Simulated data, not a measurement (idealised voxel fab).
Herein follows the process module entitled voxel transistor to metal.
FYI the section here is cut, 205 nm wide, cells are 5 nm squares.
How to read a cross-section here: the picture is a grid of square cells, written as bands going from the top down, and any band can span one or more rows of cells.
Quick guide to a band line: top height, bottom height (nm) up front; then every material left to right with its width in nm. Only one material and it's marked "everywhere"? Then it fills the band edge to edge. And "air" just means empty space.
Beneath 0, the wafer as received is one material, and that level is where height counting begins. The lowest band goes on downward without a bottom; it is written like "0 nm and below".
Think of "30 to 40" as a width that walks from the first number to the second as you go down the band, top row to bottom row, taking equal-sized steps from row to row.
"left unchanged" (step): cross-section cells unchanged, all of them.
Entry "Closed voids list". Content: empty spaces with no open connection to the top, size 8 cells or greater. Each: width x height at distance. Distance: from left edge. Unit: nm.
after a step's settings: what the simulator itself notes on the step
For masked steps, "overlay nm" on the step line gives how far right of plan the mask actually lay; a minus sign means it lay to the left.

## List of planned process steps
step 1: op RECEIVE | material Si
step 2: op CONFORMAL_DEP | material SiO2 | thk nm 5
step 3: op CONFORMAL_DEP | material SiN | thk nm 10
step 4: op DIRECTIONAL_DEP | material aC | thk nm 10
step 5: op PATTERN | tone cover | mask id ACTIVE | material resist | width nm 135 | thk nm 30 | overlay nm 0
step 6: op DIRECTIONAL_ETCH | etch materials aC | depth nm 10
step 7: op STRIP | etch materials resist
step 8: op DIRECTIONAL_ETCH | etch materials SiN | depth nm 10
step 9: op DIRECTIONAL_ETCH | etch materials SiO2 | depth nm 5
step 10: op DIRECTIONAL_ETCH | etch materials Si | depth nm 30
step 11: op STRIP | etch materials aC
step 12: op FILL_DEP | material SiO2 | thk nm 15
step 13: op CMP | height nm 15
step 14: op SELECTIVE_ETCH | etch materials SiO2 | depth nm 10
step 15: op STRIP | etch materials SiN
step 16: op SELECTIVE_ETCH | etch materials SiO2 | depth nm 5
step 17: op OXIDIZE | depth nm 5
step 18: op DIRECTIONAL_DEP | material polySi | thk nm 25
step 19: op DIRECTIONAL_DEP | material SiCN | thk nm 15
step 20: op MASKED_ETCH | tone cover | mask id GATE | width nm 35 | etch materials SiCN | depth nm 25 | overlay nm 0
step 21: op MASKED_ETCH | tone cover | mask id GATE | width nm 35 | etch materials polySi | depth nm 35 | overlay nm 0
step 22: op CONFORMAL_DEP | material SiN | thk nm 10
step 23: op DIRECTIONAL_ETCH | etch materials SiN | depth nm 10
step 24: op DIRECTIONAL_ETCH | etch materials SiO2 | depth nm 5
step 25: op DIRECTIONAL_ETCH | etch materials Si | depth nm 5
step 26: op EPI | material SiGe | thk nm 5
step 27: op FILL_DEP | material SiO2 | thk nm 5
step 28: op CMP | height nm 25
step 29: op STRIP | etch materials polySi
step 30: op SELECTIVE_ETCH | etch materials SiO2 | depth nm 5
step 31: op CONFORMAL_DEP | material HfO2 | thk nm 5
step 32: op CONFORMAL_DEP | material TiN | thk nm 5
step 33: op FILL_DEP | material W | thk nm 10
step 34: op CMP | height nm 20
step 35: op DIRECTIONAL_DEP | material SiO2 | thk nm 15
step 36: op PATTERN | tone open | mask id CONTACT | material resist | width nm 20 | pitch nm 95 | thk nm 20 | overlay nm 0
step 37: op DIRECTIONAL_ETCH | etch materials SiO2 | depth nm 40
step 38: op STRIP | etch materials resist
step 39: op CONFORMAL_DEP | material TiN | thk nm 5
step 40: op FILL_DEP | material W | thk nm 5
step 41: op CMP | height nm 35
step 42: op DIRECTIONAL_DEP | material TiN | thk nm 5
step 43: op DIRECTIONAL_DEP | material W | thk nm 25
step 44: op DIRECTIONAL_DEP | material aC | thk nm 15
step 45: op PATTERN | tone cover | mask id METAL_1 | material resist | width nm 20 | pitch nm 95 | thk nm 30 | overlay nm 0
step 46: op DIRECTIONAL_ETCH | etch materials aC | depth nm 15
step 47: op STRIP | etch materials resist
step 48: op DIRECTIONAL_ETCH | etch materials W | depth nm 25
step 49: op DIRECTIONAL_ETCH | etch materials TiN | depth nm 5
step 50: op STRIP | etch materials aC
step 51: op CONFORMAL_DEP | material SiN | thk nm 5
step 52: op FILL_DEP | material lowk | thk nm 10
step 53: op CMP | height nm 65
step 54: op CONFORMAL_DEP | material SiCN | thk nm 5

## Cross-section of the wafer at receipt, which is the condition after step 1
- 0 nm and below  Si everywhere
- Closed voids list: none

## First of two wafers: cross-section at end of module, run per plan
- 70 nm to 65 nm  SiCN everywhere
- 65 nm to 40 nm  40 of lowk  5 of SiN  20 of W  5 of SiN  65 of lowk  5 of SiN  20 of W  5 of SiN  40 of lowk
- 40 nm to 35 nm  45 of SiN  20 of TiN  75 of SiN  20 of TiN  45 of SiN
- 35 nm to 20 nm  45 of SiO2  5 of TiN  10 of W  5 of TiN  75 of SiO2  5 of TiN  10 of W  5 of TiN  45 of SiO2
- 20 nm to 5 nm  45 of SiO2  5 of TiN  10 of W  5 of TiN  10 of SiO2  10 of SiN  5 of HfO2  5 of TiN  15 of W  5 of TiN  5 of HfO2  10 of SiN  10 of SiO2  5 of TiN  10 of W  5 of TiN  45 of SiO2
- 5 nm to 0 nm  45 of SiO2  5 of TiN  10 of W  5 of TiN  10 of SiO2  10 of SiN  5 of HfO2  25 of TiN  5 of HfO2  10 of SiN  10 of SiO2  5 of TiN  10 of W  5 of TiN  45 of SiO2
- 0 nm to -5 nm  45 of SiO2  20 of TiN  5 of SiO2  5 of SiGe  5 of SiO2  45 of HfO2  5 of SiO2  5 of SiGe  5 of SiO2  20 of TiN  45 of SiO2
- -5 nm to -10 nm  35 of SiO2  40 of SiGe  55 of Si  40 of SiGe  35 of SiO2
- -10 nm to -30 nm  35 of SiO2  135 of Si  35 of SiO2
- -30 nm and below  Si everywhere
- Closed voids list: none

## Cross-section, second wafer: same start as the first, same plan as the first, one mistake in running it; taken at the end of the module
- 70 nm to 65 nm  SiCN everywhere
- 65 nm to 40 nm  40 of lowk  5 of SiN  20 of W  5 of SiN  65 of lowk  5 of SiN  20 of W  5 of SiN  40 of lowk
- 40 nm to 35 nm  45 of SiN  20 of TiN  75 of SiN  20 of TiN  45 of SiN
- 35 nm to 20 nm  45 of SiO2  5 of TiN  10 of W  5 of TiN  75 of SiO2  5 of TiN  10 of W  5 of TiN  45 of SiO2
- 20 nm to 5 nm  45 of SiO2  5 of TiN  10 of W  5 of TiN  10 of SiO2  10 of SiN  5 of TiN  5 of HfO2  15 of W  5 of HfO2  5 of TiN  10 of SiN  10 of SiO2  5 of TiN  10 of W  5 of TiN  45 of SiO2
- 5 nm to 0 nm  45 of SiO2  5 of TiN  10 of W  5 of TiN  10 of SiO2  10 of SiN  5 of TiN  25 of HfO2  5 of TiN  10 of SiN  10 of SiO2  5 of TiN  10 of W  5 of TiN  45 of SiO2
- 0 nm to -5 nm  45 of SiO2  20 of TiN  5 of SiO2  5 of SiGe  5 of SiO2  45 of TiN  5 of SiO2  5 of SiGe  5 of SiO2  20 of TiN  45 of SiO2
- -5 nm to -10 nm  35 of SiO2  40 of SiGe  55 of Si  40 of SiGe  35 of SiO2
- -10 nm to -30 nm  35 of SiO2  135 of Si  35 of SiO2
- -30 nm and below  Si everywhere
- Closed voids list: none
what went wrong: steps 31 and 32: order swapped relative to plan
Final wafer comparison in cells, second versus first, more or fewer per material: 6 fewer of HfO2 | 6 more of TiN
